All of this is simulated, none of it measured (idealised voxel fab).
Process module name: voxel transistor to metal
Displayed cross-section: cut, width of 285 nm, square cells sized 5 nm.
Reading order for cross-sections: top band down to bottom band. Underlying form: a grid of square cells. Band size: one or more rows of cells.
Each band's line starts with the height of the band's top and of its bottom, in nm. Then come its materials from left to right, each with its width in nm. One material with "everywhere" fills the band from edge to edge. "air" is empty space.
Heights are measured from 0, the level below which the as-received wafer is all one material; the lowest band has no bottom and continues downward, written as in "0 and below".
Top row gets the first number, bottom row gets the second, and each row in between changes by the same step: that is how a band width like "30 to 40" works.
For the purposes of this document, the phrase "nothing different" attached to a step denotes that no cell within the cross-section was modified by that step.
Any empty space of 8 cells or more lacking an open way to the top shows up in "Closed void inventory" as width x height at distance, distance from the left edge, in nm.
Step line, after settings: the simulator's comment on this step.
Steps that use a mask can have "overlay nm" on their line. It says how far the mask sat to the right of where it was meant to be. Negative means to the left.
HERE'S WHAT THE PLANNED PROCESS STEPS LOOK LIKE
1 RECEIVE [material Si]
2 OXIDIZE [depth nm 5]
3 CONFORMAL_DEP [material SiN] [thk nm 10]
4 MASKED_ETCH [tone cover] [mask id ACTIVE] [width nm 110] [pitch nm 140] [etch materials SiN] [depth nm 10] [overlay nm 0]
5 MASKED_ETCH [tone cover] [mask id ACTIVE] [width nm 110] [pitch nm 140] [etch materials SiO2] [depth nm 5] [overlay nm 0]
6 MASKED_ETCH [tone cover] [mask id ACTIVE] [width nm 110] [pitch nm 140] [etch materials Si] [depth nm 35] [overlay nm 0]
7 OXIDIZE [depth nm 5]
8 FILL_DEP [material SiO2] [thk nm 5]
9 CMP [height nm 10]
10 SELECTIVE_ETCH [etch materials SiO2] [depth nm 10]
11 STRIP [etch materials SiN]
12 SELECTIVE_ETCH [etch materials SiO2] [depth nm 5]
13 OXIDIZE [depth nm 5]
14 DIRECTIONAL_DEP [material polySi] [thk nm 30]
15 DIRECTIONAL_DEP [material SiCN] [thk nm 15]
16 DIRECTIONAL_DEP [material aC] [thk nm 15]
17 PATTERN [tone cover] [mask id GATE] [material resist] [width nm 20] [pitch nm 140] [thk nm 30] [overlay nm 0]
18 DIRECTIONAL_ETCH [etch materials aC] [depth nm 15]
19 STRIP [etch materials resist]
20 DIRECTIONAL_ETCH [etch materials SiCN] [depth nm 25]
21 DIRECTIONAL_ETCH [etch materials polySi] [depth nm 40]
22 STRIP [etch materials aC]
23 CONFORMAL_DEP [material SiO2] [thk nm 5]
24 DIRECTIONAL_ETCH [etch materials SiO2] [depth nm 5]
25 CONFORMAL_DEP [material SiN] [thk nm 5]
26 DIRECTIONAL_ETCH [etch materials SiN] [depth nm 5]
27 DIRECTIONAL_ETCH [etch materials SiO2] [depth nm 5]
28 EPI [material pSi] [thk nm 5]
29 FILL_DEP [material SiO2] [thk nm 10]
30 CMP [height nm 40]
31 DIRECTIONAL_DEP [material SiO2] [thk nm 15]
32 PATTERN [tone open] [mask id CONTACT] [material resist] [width nm 20] [pitch nm 70] [thk nm 20] [overlay nm 0]
33 DIRECTIONAL_ETCH [etch materials SiO2] [depth nm 60]
34 STRIP [etch materials resist]
35 CONFORMAL_DEP [material TiN] [thk nm 5]
36 FILL_DEP [material W] [thk nm 5]
37 CMP [height nm 55]
38 CONFORMAL_DEP [material SiCN] [thk nm 5]
39 DIRECTIONAL_DEP [material SiO2] [thk nm 20]
40 PATTERN [tone open] [mask id METAL_1] [material resist] [width nm 20] [pitch nm 70] [thk nm 15] [overlay nm 0]
41 DIRECTIONAL_ETCH [etch materials SiO2] [depth nm 20]
42 DIRECTIONAL_ETCH [etch materials SiCN] [depth nm 5]
43 STRIP [etch materials resist]
44 CONFORMAL_DEP [material TiN] [thk nm 5]
45 FILL_DEP [material Cu] [thk nm 10]
46 CMP [height nm 80]
47 CONFORMAL_DEP [material SiN] [thk nm 5]
THE FIRST WAFER OF TWO, PROCESSED AS PLANNED
THIS IS THE CROSS-SECTION OF THE WAFER AS WE RECEIVED IT, I.E. AFTER STEP 1
- 0 and below: Si everywhere
- Closed void inventory: none
THE FOLLOWING CROSS-SECTION DEPICTS THE WAFER UPON COMPLETION OF STEP 2
- 0 down to -5: SiO2 everywhere
- Beneath the level -5, the cross-section is identical to its previous state.
THE FOLLOWING CROSS-SECTION DEPICTS THE WAFER UPON COMPLETION OF STEP 3
- 10 down to 0: SiN everywhere
- Beneath the level 0, the cross-section is identical to its previous state.
THE FOLLOWING CROSS-SECTION DEPICTS THE WAFER UPON COMPLETION OF STEP 4
- 10 down to 0: 15 of air, 110 of SiN, 30 of air, 110 of SiN, 20 of air
- Beneath the level 0, the cross-section is identical to its previous state.
THE FOLLOWING CROSS-SECTION DEPICTS THE WAFER UPON COMPLETION OF STEP 5
- 10 down to 0: 15 of air, 110 of SiN, 30 of air, 110 of SiN, 20 of air
- 0 down to -5: 15 of air, 110 of SiO2, 30 of air, 110 of SiO2, 20 of air
- Beneath the level -5, the cross-section is identical to its previous state.
THE FOLLOWING CROSS-SECTION DEPICTS THE WAFER UPON COMPLETION OF STEP 6
- 10 down to 0: 15 of air, 110 of SiN, 30 of air, 110 of SiN, 20 of air
- 0 down to -5: 15 of air, 110 of SiO2, 30 of air, 110 of SiO2, 20 of air
- -5 down to -40: 15 of air, 110 of Si, 30 of air, 110 of Si, 20 of air
- Beneath the level -40, the cross-section is identical to its previous state.
THE FOLLOWING CROSS-SECTION DEPICTS THE WAFER UPON COMPLETION OF STEP 7
- 10 down to 0: 15 of air, 110 of SiN, 30 of air, 110 of SiN, 20 of air
- 0 down to -5: 15 of air, 110 of SiO2, 30 of air, 110 of SiO2, 20 of air
- -5 down to -40: 15 of air, 5 of SiO2, 100 of Si, 5 of SiO2, 30 of air, 5 of SiO2, 100 of Si, 5 of SiO2, 20 of air
- -40 down to -45: 20 of SiO2, 100 of Si, 40 of SiO2, 100 of Si, 25 of SiO2
- Beneath the level -45, the cross-section is identical to its previous state.
THE FOLLOWING CROSS-SECTION DEPICTS THE WAFER UPON COMPLETION OF STEP 8
- 15 down to 10: SiO2 everywhere
- 10 down to 0: 15 of SiO2, 110 of SiN, 30 of SiO2, 110 of SiN, 20 of SiO2
- 0 down to -5: SiO2 everywhere
- -5 down to -45: 20 of SiO2, 100 of Si, 40 of SiO2, 100 of Si, 25 of SiO2
- Beneath the level -45, the cross-section is identical to its previous state.
THE FOLLOWING CROSS-SECTION DEPICTS THE WAFER UPON COMPLETION OF STEP 9
- 10 down to 0: 15 of SiO2, 110 of SiN, 30 of SiO2, 110 of SiN, 20 of SiO2
- Beneath the level 0, the cross-section is identical to its previous state.
THE FOLLOWING CROSS-SECTION DEPICTS THE WAFER UPON COMPLETION OF STEP 10
- 10 down to 0: 15 of air, 110 of SiN, 30 of air, 110 of SiN, 20 of air
- Beneath the level 0, the cross-section is identical to its previous state.
THE FOLLOWING CROSS-SECTION DEPICTS THE WAFER UPON COMPLETION OF STEP 11
- 0 down to -5: SiO2 everywhere
- Beneath the level -5, the cross-section is identical to its previous state.
THE FOLLOWING CROSS-SECTION DEPICTS THE WAFER UPON COMPLETION OF STEP 12
- -5 down to -45: 20 of SiO2, 100 of Si, 40 of SiO2, 100 of Si, 25 of SiO2
- Beneath the level -45, the cross-section is identical to its previous state.
THE FOLLOWING CROSS-SECTION DEPICTS THE WAFER UPON COMPLETION OF STEP 13
- -5 down to -10: SiO2 everywhere
- Beneath the level -10, the cross-section is identical to its previous state.
THE FOLLOWING CROSS-SECTION DEPICTS THE WAFER UPON COMPLETION OF STEP 14
- 25 down to -5: polySi everywhere
- Beneath the level -5, the cross-section is identical to its previous state.
THE FOLLOWING CROSS-SECTION DEPICTS THE WAFER UPON COMPLETION OF STEP 15
- 40 down to 25: SiCN everywhere
- Beneath the level 25, the cross-section is identical to its previous state.
THE FOLLOWING CROSS-SECTION DEPICTS THE WAFER UPON COMPLETION OF STEP 16
- 55 down to 40: aC everywhere
- Beneath the level 40, the cross-section is identical to its previous state.
THE FOLLOWING CROSS-SECTION DEPICTS THE WAFER UPON COMPLETION OF STEP 17
- 85 down to 55: 60 of air, 20 of resist, 120 of air, 20 of resist, 65 of air
- Beneath the level 55, the cross-section is identical to its previous state.
THE FOLLOWING CROSS-SECTION DEPICTS THE WAFER UPON COMPLETION OF STEP 18
- 70 down to 55: 60 of air, 20 of resist, 120 of air, 20 of resist, 65 of air
- 55 down to 40: 60 of air, 20 of aC, 120 of air, 20 of aC, 65 of air
- Beneath the level 40, the cross-section is identical to its previous state.
THE FOLLOWING CROSS-SECTION DEPICTS THE WAFER UPON COMPLETION OF STEP 19
- 55 down to 40: 60 of air, 20 of aC, 120 of air, 20 of aC, 65 of air
- Beneath the level 40, the cross-section is identical to its previous state.
THE FOLLOWING CROSS-SECTION DEPICTS THE WAFER UPON COMPLETION OF STEP 20
- 55 down to 40: 60 of air, 20 of aC, 120 of air, 20 of aC, 65 of air
- 40 down to 25: 60 of air, 20 of SiCN, 120 of air, 20 of SiCN, 65 of air
- Beneath the level 25, the cross-section is identical to its previous state.
THE FOLLOWING CROSS-SECTION DEPICTS THE WAFER UPON COMPLETION OF STEP 21
- 55 down to 40: 60 of air, 20 of aC, 120 of air, 20 of aC, 65 of air
- 40 down to 25: 60 of air, 20 of SiCN, 120 of air, 20 of SiCN, 65 of air
- 25 down to -5: 60 of air, 20 of polySi, 120 of air, 20 of polySi, 65 of air
- Beneath the level -5, the cross-section is identical to its previous state.
THE FOLLOWING CROSS-SECTION DEPICTS THE WAFER UPON COMPLETION OF STEP 22
- 40 down to 25: 60 of air, 20 of SiCN, 120 of air, 20 of SiCN, 65 of air
- Beneath the level 25, the cross-section is identical to its previous state.
THE FOLLOWING CROSS-SECTION DEPICTS THE WAFER UPON COMPLETION OF STEP 23
- 45 down to 40: 55 of air, 30 of SiO2, 110 of air, 30 of SiO2, 60 of air
- 40 down to 25: 55 of air, 5 of SiO2, 20 of SiCN, 5 of SiO2, 110 of air, 5 of SiO2, 20 of SiCN, 5 of SiO2, 60 of air
- 25 down to 0: 55 of air, 5 of SiO2, 20 of polySi, 5 of SiO2, 110 of air, 5 of SiO2, 20 of polySi, 5 of SiO2, 60 of air
- 0 down to -5: 60 of SiO2, 20 of polySi, 120 of SiO2, 20 of polySi, 65 of SiO2
- Beneath the level -5, the cross-section is identical to its previous state.
THE FOLLOWING CROSS-SECTION DEPICTS THE WAFER UPON COMPLETION OF STEP 24
- 40 down to 25: 55 of air, 5 of SiO2, 20 of SiCN, 5 of SiO2, 110 of air, 5 of SiO2, 20 of SiCN, 5 of SiO2, 60 of air
- 25 down to -5: 55 of air, 5 of SiO2, 20 of polySi, 5 of SiO2, 110 of air, 5 of SiO2, 20 of polySi, 5 of SiO2, 60 of air
- Beneath the level -5, the cross-section is identical to its previous state.
THE FOLLOWING CROSS-SECTION DEPICTS THE WAFER UPON COMPLETION OF STEP 25
- 45 down to 40: 50 of air, 40 of SiN, 100 of air, 40 of SiN, 55 of air
- 40 down to 25: 50 of air, 5 of SiN, 5 of SiO2, 20 of SiCN, 5 of SiO2, 5 of SiN, 100 of air, 5 of SiN, 5 of SiO2, 20 of SiCN, 5 of SiO2, 5 of SiN, 55 of air
- 25 down to 0: 50 of air, 5 of SiN, 5 of SiO2, 20 of polySi, 5 of SiO2, 5 of SiN, 100 of air, 5 of SiN, 5 of SiO2, 20 of polySi, 5 of SiO2, 5 of SiN, 55 of air
- 0 down to -5: 55 of SiN, 5 of SiO2, 20 of polySi, 5 of SiO2, 110 of SiN, 5 of SiO2, 20 of polySi, 5 of SiO2, 60 of SiN
- Beneath the level -5, the cross-section is identical to its previous state.
THE FOLLOWING CROSS-SECTION DEPICTS THE WAFER UPON COMPLETION OF STEP 26
- 40 down to 25: 50 of air, 5 of SiN, 5 of SiO2, 20 of SiCN, 5 of SiO2, 5 of SiN, 100 of air, 5 of SiN, 5 of SiO2, 20 of SiCN, 5 of SiO2, 5 of SiN, 55 of air
- 25 down to -5: 50 of air, 5 of SiN, 5 of SiO2, 20 of polySi, 5 of SiO2, 5 of SiN, 100 of air, 5 of SiN, 5 of SiO2, 20 of polySi, 5 of SiO2, 5 of SiN, 55 of air
- Beneath the level -5, the cross-section is identical to its previous state.
THE FOLLOWING CROSS-SECTION DEPICTS THE WAFER UPON COMPLETION OF STEP 27
- 40 down to 35: 50 of air, 5 of SiN, 5 of air, 20 of SiCN, 5 of air, 5 of SiN, 100 of air, 5 of SiN, 5 of air, 20 of SiCN, 5 of air, 5 of SiN, 55 of air
- 35 down to 25: 50 of air, 5 of SiN, 5 of SiO2, 20 of SiCN, 5 of SiO2, 5 of SiN, 100 of air, 5 of SiN, 5 of SiO2, 20 of SiCN, 5 of SiO2, 5 of SiN, 55 of air
- 25 down to -5: 50 of air, 5 of SiN, 5 of SiO2, 20 of polySi, 5 of SiO2, 5 of SiN, 100 of air, 5 of SiN, 5 of SiO2, 20 of polySi, 5 of SiO2, 5 of SiN, 55 of air
- -5 down to -10: 50 of air, 40 of SiO2, 100 of air, 40 of SiO2, 55 of air
- Beneath the level -10, the cross-section is identical to its previous state.
THE FOLLOWING CROSS-SECTION DEPICTS THE WAFER UPON COMPLETION OF STEP 28
- 40 down to 35: 50 of air, 5 of SiN, 5 of air, 20 of SiCN, 5 of air, 5 of SiN, 100 of air, 5 of SiN, 5 of air, 20 of SiCN, 5 of air, 5 of SiN, 55 of air
- 35 down to 25: 50 of air, 5 of SiN, 5 of SiO2, 20 of SiCN, 5 of SiO2, 5 of SiN, 100 of air, 5 of SiN, 5 of SiO2, 20 of SiCN, 5 of SiO2, 5 of SiN, 55 of air
- 25 down to -5: 50 of air, 5 of SiN, 5 of SiO2, 20 of polySi, 5 of SiO2, 5 of SiN, 100 of air, 5 of SiN, 5 of SiO2, 20 of polySi, 5 of SiO2, 5 of SiN, 55 of air
- -5 down to -10: 15 of air, 35 of pSi, 40 of SiO2, 35 of pSi, 30 of air, 35 of pSi, 40 of SiO2, 35 of pSi, 20 of air
- Beneath the level -10, the cross-section is identical to its previous state.
THE FOLLOWING CROSS-SECTION DEPICTS THE WAFER UPON COMPLETION OF STEP 29
- 50 down to 40: SiO2 everywhere
- 40 down to 25: 50 of SiO2, 5 of SiN, 5 of SiO2, 20 of SiCN, 5 of SiO2, 5 of SiN, 100 of SiO2, 5 of SiN, 5 of SiO2, 20 of SiCN, 5 of SiO2, 5 of SiN, 55 of SiO2
- 25 down to -5: 50 of SiO2, 5 of SiN, 5 of SiO2, 20 of polySi, 5 of SiO2, 5 of SiN, 100 of SiO2, 5 of SiN, 5 of SiO2, 20 of polySi, 5 of SiO2, 5 of SiN, 55 of SiO2
- -5 down to -10: 15 of SiO2, 35 of pSi, 40 of SiO2, 35 of pSi, 30 of SiO2, 35 of pSi, 40 of SiO2, 35 of pSi, 20 of SiO2
- Beneath the level -10, the cross-section is identical to its previous state.
THE FOLLOWING CROSS-SECTION DEPICTS THE WAFER UPON COMPLETION OF STEP 30
- 40 down to 25: 50 of SiO2, 5 of SiN, 5 of SiO2, 20 of SiCN, 5 of SiO2, 5 of SiN, 100 of SiO2, 5 of SiN, 5 of SiO2, 20 of SiCN, 5 of SiO2, 5 of SiN, 55 of SiO2
- Beneath the level 25, the cross-section is identical to its previous state.
THE FOLLOWING CROSS-SECTION DEPICTS THE WAFER UPON COMPLETION OF STEP 31
- 55 down to 40: SiO2 everywhere
- Beneath the level 40, the cross-section is identical to its previous state.
THE FOLLOWING CROSS-SECTION DEPICTS THE WAFER UPON COMPLETION OF STEP 32
- 75 down to 55: 25 of resist, 20 of air, 50 of resist, 20 of air, 50 of resist, 20 of air, 50 of resist, 20 of air, 30 of resist
- Beneath the level 55, the cross-section is identical to its previous state.
THE FOLLOWING CROSS-SECTION DEPICTS THE WAFER UPON COMPLETION OF STEP 33
- 75 down to 55: 25 of resist, 20 of air, 50 of resist, 20 of air, 50 of resist, 20 of air, 50 of resist, 20 of air, 30 of resist
- 55 down to 40: 25 of SiO2, 20 of air, 50 of SiO2, 20 of air, 50 of SiO2, 20 of air, 50 of SiO2, 20 of air, 30 of SiO2
- 40 down to 25: 25 of SiO2, 20 of air, 5 of SiO2, 5 of SiN, 5 of SiO2, 20 of SiCN, 5 of SiO2, 5 of SiN, 5 of SiO2, 20 of air, 50 of SiO2, 20 of air, 5 of SiO2, 5 of SiN, 5 of SiO2, 20 of SiCN, 5 of SiO2, 5 of SiN, 5 of SiO2, 20 of air, 30 of SiO2
- 25 down to -5: 25 of SiO2, 20 of air, 5 of SiO2, 5 of SiN, 5 of SiO2, 20 of polySi, 5 of SiO2, 5 of SiN, 5 of SiO2, 20 of air, 50 of SiO2, 20 of air, 5 of SiO2, 5 of SiN, 5 of SiO2, 20 of polySi, 5 of SiO2, 5 of SiN, 5 of SiO2, 20 of air, 30 of SiO2
- Beneath the level -5, the cross-section is identical to its previous state.
THE FOLLOWING CROSS-SECTION DEPICTS THE WAFER UPON COMPLETION OF STEP 34
- 55 down to 40: 25 of SiO2, 20 of air, 50 of SiO2, 20 of air, 50 of SiO2, 20 of air, 50 of SiO2, 20 of air, 30 of SiO2
- Beneath the level 40, the cross-section is identical to its previous state.
THE FOLLOWING CROSS-SECTION DEPICTS THE WAFER UPON COMPLETION OF STEP 35
- 60 down to 55: 30 of TiN, 10 of air, 60 of TiN, 10 of air, 60 of TiN, 10 of air, 60 of TiN, 10 of air, 35 of TiN
- 55 down to 40: 25 of SiO2, 5 of TiN, 10 of air, 5 of TiN, 50 of SiO2, 5 of TiN, 10 of air, 5 of TiN, 50 of SiO2, 5 of TiN, 10 of air, 5 of TiN, 50 of SiO2, 5 of TiN, 10 of air, 5 of TiN, 30 of SiO2
- 40 down to 25: 25 of SiO2, 5 of TiN, 10 of air, 5 of TiN, 5 of SiO2, 5 of SiN, 5 of SiO2, 20 of SiCN, 5 of SiO2, 5 of SiN, 5 of SiO2, 5 of TiN, 10 of air, 5 of TiN, 50 of SiO2, 5 of TiN, 10 of air, 5 of TiN, 5 of SiO2, 5 of SiN, 5 of SiO2, 20 of SiCN, 5 of SiO2, 5 of SiN, 5 of SiO2, 5 of TiN, 10 of air, 5 of TiN, 30 of SiO2
- 25 down to 0: 25 of SiO2, 5 of TiN, 10 of air, 5 of TiN, 5 of SiO2, 5 of SiN, 5 of SiO2, 20 of polySi, 5 of SiO2, 5 of SiN, 5 of SiO2, 5 of TiN, 10 of air, 5 of TiN, 50 of SiO2, 5 of TiN, 10 of air, 5 of TiN, 5 of SiO2, 5 of SiN, 5 of SiO2, 20 of polySi, 5 of SiO2, 5 of SiN, 5 of SiO2, 5 of TiN, 10 of air, 5 of TiN, 30 of SiO2
- 0 down to -5: 25 of SiO2, 20 of TiN, 5 of SiO2, 5 of SiN, 5 of SiO2, 20 of polySi, 5 of SiO2, 5 of SiN, 5 of SiO2, 20 of TiN, 50 of SiO2, 20 of TiN, 5 of SiO2, 5 of SiN, 5 of SiO2, 20 of polySi, 5 of SiO2, 5 of SiN, 5 of SiO2, 20 of TiN, 30 of SiO2
- Beneath the level -5, the cross-section is identical to its previous state.
THE FOLLOWING CROSS-SECTION DEPICTS THE WAFER UPON COMPLETION OF STEP 36
- 65 down to 60: W everywhere
- 60 down to 55: 30 of TiN, 10 of W, 60 of TiN, 10 of W, 60 of TiN, 10 of W, 60 of TiN, 10 of W, 35 of TiN
- 55 down to 40: 25 of SiO2, 5 of TiN, 10 of W, 5 of TiN, 50 of SiO2, 5 of TiN, 10 of W, 5 of TiN, 50 of SiO2, 5 of TiN, 10 of W, 5 of TiN, 50 of SiO2, 5 of TiN, 10 of W, 5 of TiN, 30 of SiO2
- 40 down to 25: 25 of SiO2, 5 of TiN, 10 of W, 5 of TiN, 5 of SiO2, 5 of SiN, 5 of SiO2, 20 of SiCN, 5 of SiO2, 5 of SiN, 5 of SiO2, 5 of TiN, 10 of W, 5 of TiN, 50 of SiO2, 5 of TiN, 10 of W, 5 of TiN, 5 of SiO2, 5 of SiN, 5 of SiO2, 20 of SiCN, 5 of SiO2, 5 of SiN, 5 of SiO2, 5 of TiN, 10 of W, 5 of TiN, 30 of SiO2
- 25 down to 0: 25 of SiO2, 5 of TiN, 10 of W, 5 of TiN, 5 of SiO2, 5 of SiN, 5 of SiO2, 20 of polySi, 5 of SiO2, 5 of SiN, 5 of SiO2, 5 of TiN, 10 of W, 5 of TiN, 50 of SiO2, 5 of TiN, 10 of W, 5 of TiN, 5 of SiO2, 5 of SiN, 5 of SiO2, 20 of polySi, 5 of SiO2, 5 of SiN, 5 of SiO2, 5 of TiN, 10 of W, 5 of TiN, 30 of SiO2
- Beneath the level 0, the cross-section is identical to its previous state.
THE FOLLOWING CROSS-SECTION DEPICTS THE WAFER UPON COMPLETION OF STEP 37
- 55 down to 40: 25 of SiO2, 5 of TiN, 10 of W, 5 of TiN, 50 of SiO2, 5 of TiN, 10 of W, 5 of TiN, 50 of SiO2, 5 of TiN, 10 of W, 5 of TiN, 50 of SiO2, 5 of TiN, 10 of W, 5 of TiN, 30 of SiO2
- Beneath the level 40, the cross-section is identical to its previous state.
THE FOLLOWING CROSS-SECTION DEPICTS THE WAFER UPON COMPLETION OF STEP 38
- 60 down to 55: SiCN everywhere
- Beneath the level 55, the cross-section is identical to its previous state.
THE FOLLOWING CROSS-SECTION DEPICTS THE WAFER UPON COMPLETION OF STEP 39
- 80 down to 60: SiO2 everywhere
- Beneath the level 60, the cross-section is identical to its previous state.
THE FOLLOWING CROSS-SECTION DEPICTS THE WAFER UPON COMPLETION OF STEP 40
- 95 down to 80: 25 of resist, 20 of air, 50 of resist, 20 of air, 50 of resist, 20 of air, 50 of resist, 20 of air, 30 of resist
- Beneath the level 80, the cross-section is identical to its previous state.
THE FOLLOWING CROSS-SECTION DEPICTS THE WAFER UPON COMPLETION OF STEP 41
- 95 down to 80: 25 of resist, 20 of air, 50 of resist, 20 of air, 50 of resist, 20 of air, 50 of resist, 20 of air, 30 of resist
- 80 down to 60: 25 of SiO2, 20 of air, 50 of SiO2, 20 of air, 50 of SiO2, 20 of air, 50 of SiO2, 20 of air, 30 of SiO2
- Beneath the level 60, the cross-section is identical to its previous state.
THE FOLLOWING CROSS-SECTION DEPICTS THE WAFER UPON COMPLETION OF STEP 42
- 95 down to 80: 25 of resist, 20 of air, 50 of resist, 20 of air, 50 of resist, 20 of air, 50 of resist, 20 of air, 30 of resist
- 80 down to 60: 25 of SiO2, 20 of air, 50 of SiO2, 20 of air, 50 of SiO2, 20 of air, 50 of SiO2, 20 of air, 30 of SiO2
- 60 down to 55: 25 of SiCN, 20 of air, 50 of SiCN, 20 of air, 50 of SiCN, 20 of air, 50 of SiCN, 20 of air, 30 of SiCN
- Beneath the level 55, the cross-section is identical to its previous state.
THE FOLLOWING CROSS-SECTION DEPICTS THE WAFER UPON COMPLETION OF STEP 43
- 80 down to 60: 25 of SiO2, 20 of air, 50 of SiO2, 20 of air, 50 of SiO2, 20 of air, 50 of SiO2, 20 of air, 30 of SiO2
- Beneath the level 60, the cross-section is identical to its previous state.
THE FOLLOWING CROSS-SECTION DEPICTS THE WAFER UPON COMPLETION OF STEP 44
- 85 down to 80: 30 of TiN, 10 of air, 60 of TiN, 10 of air, 60 of TiN, 10 of air, 60 of TiN, 10 of air, 35 of TiN
- 80 down to 60: 25 of SiO2, 5 of TiN, 10 of air, 5 of TiN, 50 of SiO2, 5 of TiN, 10 of air, 5 of TiN, 50 of SiO2, 5 of TiN, 10 of air, 5 of TiN, 50 of SiO2, 5 of TiN, 10 of air, 5 of TiN, 30 of SiO2
- 60 down to 55: 25 of SiCN, 20 of TiN, 50 of SiCN, 20 of TiN, 50 of SiCN, 20 of TiN, 50 of SiCN, 20 of TiN, 30 of SiCN
- Beneath the level 55, the cross-section is identical to its previous state.
THE FOLLOWING CROSS-SECTION DEPICTS THE WAFER UPON COMPLETION OF STEP 45
- 95 down to 85: Cu everywhere
- 85 down to 80: 30 of TiN, 10 of Cu, 60 of TiN, 10 of Cu, 60 of TiN, 10 of Cu, 60 of TiN, 10 of Cu, 35 of TiN
- 80 down to 60: 25 of SiO2, 5 of TiN, 10 of Cu, 5 of TiN, 50 of SiO2, 5 of TiN, 10 of Cu, 5 of TiN, 50 of SiO2, 5 of TiN, 10 of Cu, 5 of TiN, 50 of SiO2, 5 of TiN, 10 of Cu, 5 of TiN, 30 of SiO2
- Beneath the level 60, the cross-section is identical to its previous state.
THE FOLLOWING CROSS-SECTION DEPICTS THE WAFER UPON COMPLETION OF STEP 46
- 80 down to 60: 25 of SiO2, 5 of TiN, 10 of Cu, 5 of TiN, 50 of SiO2, 5 of TiN, 10 of Cu, 5 of TiN, 50 of SiO2, 5 of TiN, 10 of Cu, 5 of TiN, 50 of SiO2, 5 of TiN, 10 of Cu, 5 of TiN, 30 of SiO2
- Beneath the level 60, the cross-section is identical to its previous state.
THE FOLLOWING CROSS-SECTION DEPICTS THE WAFER UPON COMPLETION OF STEP 47
- 85 down to 80: SiN everywhere
- Beneath the level 80, the cross-section is identical to its previous state.
WHAT FOLLOWS CONCERNS THE SECOND WAFER, WHICH STARTED OUT LIKE THE FIRST AND WAS MEANT TO FOLLOW THE VERY SAME PLAN; ONE MISTAKE CREPT IN WHEN IT WAS RUN, BUT EVERYTHING UP TO AND INCLUDING STEP 45 IS THE SAME AS FOR THE FIRST WAFER
Cross-section of the second wafer corresponding to the planned conclusion of step 46: nothing different
CROSS-SECTION OF THE SECOND WAFER CORRESPONDING TO THE PLANNED CONCLUSION OF STEP 47
- 100 down to 95: SiN everywhere
- Beneath the level 95, the cross-section is identical to its previous state.
Want to know what went wrong? step 46 of the plan never got run, it was skipped over
FYI, end of process, the second wafer has more or fewer cells of some materials than the first: +122 Cu, +49 TiN
